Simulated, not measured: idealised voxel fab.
process module | voxel gate over fins
cross-section cut | 145 nm wide | cells 5 nm
A cross-section is a grid of square cells, given in bands from the top down. A band is one or more rows of cells.
Each band's line starts with the height of the band's top and of its bottom, in nm. Then come its materials from left to right, each with its width in nm. One material with "throughout" fills the band from edge to edge. "air" is empty space.
Height 0 is the level under which the wafer as received is all one material. The lowest band goes on downwards, as in "0 down".
A width such as "30 to 40" changes by the same amount from each row of cells to the next, from the band's top row to its bottom row.
"no change" after a step means that no cell of the cross-section changed.
closed voids: empty space of 8 cells or more with no open way to the top, each as width x height at its distance from the left edge, in nm
after a step's settings: what the simulator itself notes on the step
overlay nm, on a step with a mask: how far to the right of its planned place the mask lay; to the left if negative
plan
1 op RECEIVE | material Si
2 op CONFORMAL_DEP | material SiN | thk nm 10
3 op MASKED_ETCH | tone cover | mask id FINS | width nm 15 | pitch nm 45 | etch materials SiN | depth nm 10 | overlay nm 0
4 op MASKED_ETCH | tone cover | mask id FINS | width nm 15 | pitch nm 45 | etch materials Si | depth nm 35 | overlay nm 0
5 op OXIDIZE | depth nm 5
6 op FILL_DEP | material SiO2 | thk nm 10
7 op CMP | height nm 10
8 op SELECTIVE_ETCH | etch materials SiO2 | depth nm 25
9 op STRIP | etch materials SiN
10 op CONFORMAL_DEP | material HfO2 | thk nm 5
11 op CONFORMAL_DEP | material TiN | thk nm 5
12 op CONFORMAL_DEP | material TiAl | thk nm 5
13 op CONFORMAL_DEP | material TiN | thk nm 5
14 op FILL_DEP | material W | thk nm 10
15 op CMP | height nm 25
16 op CONFORMAL_DEP | material SiCN | thk nm 10
first wafer, as planned
as received, after step 1
  0 down: Si throughout
  closed voids: none
after step 2
  10 to 0: SiN throughout
  below 0: unchanged
after step 3
  10 to 0: air 20 | SiN 15 | air 30 | SiN 15 | air 30 | SiN 15 | air 20
  below 0: unchanged
after step 4
  10 to 0: air 20 | SiN 15 | air 30 | SiN 15 | air 30 | SiN 15 | air 20
  0 to -35: air 20 | Si 15 | air 30 | Si 15 | air 30 | Si 15 | air 20
  below -35: unchanged
after step 5
  10 to 0: air 20 | SiN 15 | air 30 | SiN 15 | air 30 | SiN 15 | air 20
  0 to -35: air 20 | SiO2 5 | Si 5 | SiO2 5 | air 30 | SiO2 5 | Si 5 | SiO2 5 | air 30 | SiO2 5 | Si 5 | SiO2 5 | air 20
  -35 to -40: SiO2 25 | Si 5 | SiO2 40 | Si 5 | SiO2 40 | Si 5 | SiO2 25
  below -40: unchanged
after step 6
  20 to 10: SiO2 throughout
  10 to 0: SiO2 20 | SiN 15 | SiO2 30 | SiN 15 | SiO2 30 | SiN 15 | SiO2 20
  0 to -40: SiO2 25 | Si 5 | SiO2 40 | Si 5 | SiO2 40 | Si 5 | SiO2 25
  below -40: unchanged
after step 7
  10 to 0: SiO2 20 | SiN 15 | SiO2 30 | SiN 15 | SiO2 30 | SiN 15 | SiO2 20
  below 0: unchanged
after step 8
  10 to 0: air 20 | SiN 15 | air 30 | SiN 15 | air 30 | SiN 15 | air 20
  0 to -15: air 25 | Si 5 | air 40 | Si 5 | air 40 | Si 5 | air 25
  below -15: unchanged
after step 9
  0 to -15: air 25 | Si 5 | air 40 | Si 5 | air 40 | Si 5 | air 25
  below -15: unchanged
after step 10
  5 to 0: air 20 | HfO2 15 | air 30 | HfO2 15 | air 30 | HfO2 15 | air 20
  0 to -10: air 20 | HfO2 5 | Si 5 | HfO2 5 | air 30 | HfO2 5 | Si 5 | HfO2 5 | air 30 | HfO2 5 | Si 5 | HfO2 5 | air 20
  -10 to -15: HfO2 25 | Si 5 | HfO2 40 | Si 5 | HfO2 40 | Si 5 | HfO2 25
  below -15: unchanged
after step 11
  10 to 5: air 15 | TiN 25 | air 20 | TiN 25 | air 20 | TiN 25 | air 15
  5 to 0: air 15 | TiN 5 | HfO2 15 | TiN 5 | air 20 | TiN 5 | HfO2 15 | TiN 5 | air 20 | TiN 5 | HfO2 15 | TiN 5 | air 15
  0 to -5: air 15 | TiN 5 | HfO2 5 | Si 5 | HfO2 5 | TiN 5 | air 20 | TiN 5 | HfO2 5 | Si 5 | HfO2 5 | TiN 5 | air 20 | TiN 5 | HfO2 5 | Si 5 | HfO2 5 | TiN 5 | air 15
  -5 to -10: TiN 20 | HfO2 5 | Si 5 | HfO2 5 | TiN 30 | HfO2 5 | Si 5 | HfO2 5 | TiN 30 | HfO2 5 | Si 5 | HfO2 5 | TiN 20
  below -10: unchanged
after step 12
  15 to 10: air 10 | TiAl 35 | air 10 | TiAl 35 | air 10 | TiAl 35 | air 10
  10 to 5: air 10 | TiAl 5 | TiN 25 | TiAl 5 | air 10 | TiAl 5 | TiN 25 | TiAl 5 | air 10 | TiAl 5 | TiN 25 | TiAl 5 | air 10
  5 to 0: air 10 | TiAl 5 | TiN 5 | HfO2 15 | TiN 5 | TiAl 5 | air 10 | TiAl 5 | TiN 5 | HfO2 15 | TiN 5 | TiAl 5 | air 10 | TiAl 5 | TiN 5 | HfO2 15 | TiN 5 | TiAl 5 | air 10
  0 to -5: TiAl 15 | TiN 5 | HfO2 5 | Si 5 | HfO2 5 | TiN 5 | TiAl 20 | TiN 5 | HfO2 5 | Si 5 | HfO2 5 | TiN 5 | TiAl 20 | TiN 5 | HfO2 5 | Si 5 | HfO2 5 | TiN 5 | TiAl 15
  below -5: unchanged
after step 13
  20 to 15: air 5 | TiN 135 | air 5
  15 to 10: air 5 | TiN 5 | TiAl 35 | TiN 10 | TiAl 35 | TiN 10 | TiAl 35 | TiN 5 | air 5
  10 to 5: air 5 | TiN 5 | TiAl 5 | TiN 25 | TiAl 5 | TiN 10 | TiAl 5 | TiN 25 | TiAl 5 | TiN 10 | TiAl 5 | TiN 25 | TiAl 5 | TiN 5 | air 5
  5 to 0: TiN 10 | TiAl 5 | TiN 5 | HfO2 15 | TiN 5 | TiAl 5 | TiN 10 | TiAl 5 | TiN 5 | HfO2 15 | TiN 5 | TiAl 5 | TiN 10 | TiAl 5 | TiN 5 | HfO2 15 | TiN 5 | TiAl 5 | TiN 10
  below 0: unchanged
after step 14
  30 to 20: W throughout
  20 to 15: W 5 | TiN 135 | W 5
  15 to 10: W 5 | TiN 5 | TiAl 35 | TiN 10 | TiAl 35 | TiN 10 | TiAl 35 | TiN 5 | W 5
  10 to 5: W 5 | TiN 5 | TiAl 5 | TiN 25 | TiAl 5 | TiN 10 | TiAl 5 | TiN 25 | TiAl 5 | TiN 10 | TiAl 5 | TiN 25 | TiAl 5 | TiN 5 | W 5
  below 5: unchanged
after step 15
  25 to 20: W throughout
  below 20: unchanged
after step 16
  35 to 25: SiCN throughout
  below 25: unchanged
second wafer: like start, like plan, one mistake. Through step 10 it matches the first wafer
when step 11 should have ended
  10 to 5: air 15 | TiAl 25 | air 20 | TiAl 25 | air 20 | TiAl 25 | air 15
  5 to 0: air 15 | TiAl 5 | HfO2 15 | TiAl 5 | air 20 | TiAl 5 | HfO2 15 | TiAl 5 | air 20 | TiAl 5 | HfO2 15 | TiAl 5 | air 15
  0 to -5: air 15 | TiAl 5 | HfO2 5 | Si 5 | HfO2 5 | TiAl 5 | air 20 | TiAl 5 | HfO2 5 | Si 5 | HfO2 5 | TiAl 5 | air 20 | TiAl 5 | HfO2 5 | Si 5 | HfO2 5 | TiAl 5 | air 15
  -5 to -10: TiAl 20 | HfO2 5 | Si 5 | HfO2 5 | TiAl 30 | HfO2 5 | Si 5 | HfO2 5 | TiAl 30 | HfO2 5 | Si 5 | HfO2 5 | TiAl 20
  below -10: unchanged
when step 12 should have ended
  15 to 10: air 10 | TiN 35 | air 10 | TiN 35 | air 10 | TiN 35 | air 10
  10 to 5: air 10 | TiN 5 | TiAl 25 | TiN 5 | air 10 | TiN 5 | TiAl 25 | TiN 5 | air 10 | TiN 5 | TiAl 25 | TiN 5 | air 10
  5 to 0: air 10 | TiN 5 | TiAl 5 | HfO2 15 | TiAl 5 | TiN 5 | air 10 | TiN 5 | TiAl 5 | HfO2 15 | TiAl 5 | TiN 5 | air 10 | TiN 5 | TiAl 5 | HfO2 15 | TiAl 5 | TiN 5 | air 10
  0 to -5: TiN 15 | TiAl 5 | HfO2 5 | Si 5 | HfO2 5 | TiAl 5 | TiN 20 | TiAl 5 | HfO2 5 | Si 5 | HfO2 5 | TiAl 5 | TiN 20 | TiAl 5 | HfO2 5 | Si 5 | HfO2 5 | TiAl 5 | TiN 15
  below -5: unchanged
when step 13 should have ended
  20 to 10: air 5 | TiN 135 | air 5
  10 to 5: air 5 | TiN 10 | TiAl 25 | TiN 20 | TiAl 25 | TiN 20 | TiAl 25 | TiN 10 | air 5
  5 to 0: TiN 15 | TiAl 5 | HfO2 15 | TiAl 5 | TiN 20 | TiAl 5 | HfO2 15 | TiAl 5 | TiN 20 | TiAl 5 | HfO2 15 | TiAl 5 | TiN 15
  below 0: unchanged
when step 14 should have ended
  30 to 20: W throughout
  20 to 10: W 5 | TiN 135 | W 5
  10 to 5: W 5 | TiN 10 | TiAl 25 | TiN 20 | TiAl 25 | TiN 20 | TiAl 25 | TiN 10 | W 5
  below 5: unchanged
when step 15 should have ended
  25 to 20: W throughout
  below 20: unchanged
when step 16 should have ended
  35 to 25: SiCN throughout
  below 25: unchanged
what went wrong: steps 11 and 12 were swapped
at the end the second wafer has, in cells: as many of each material as the first, in other places
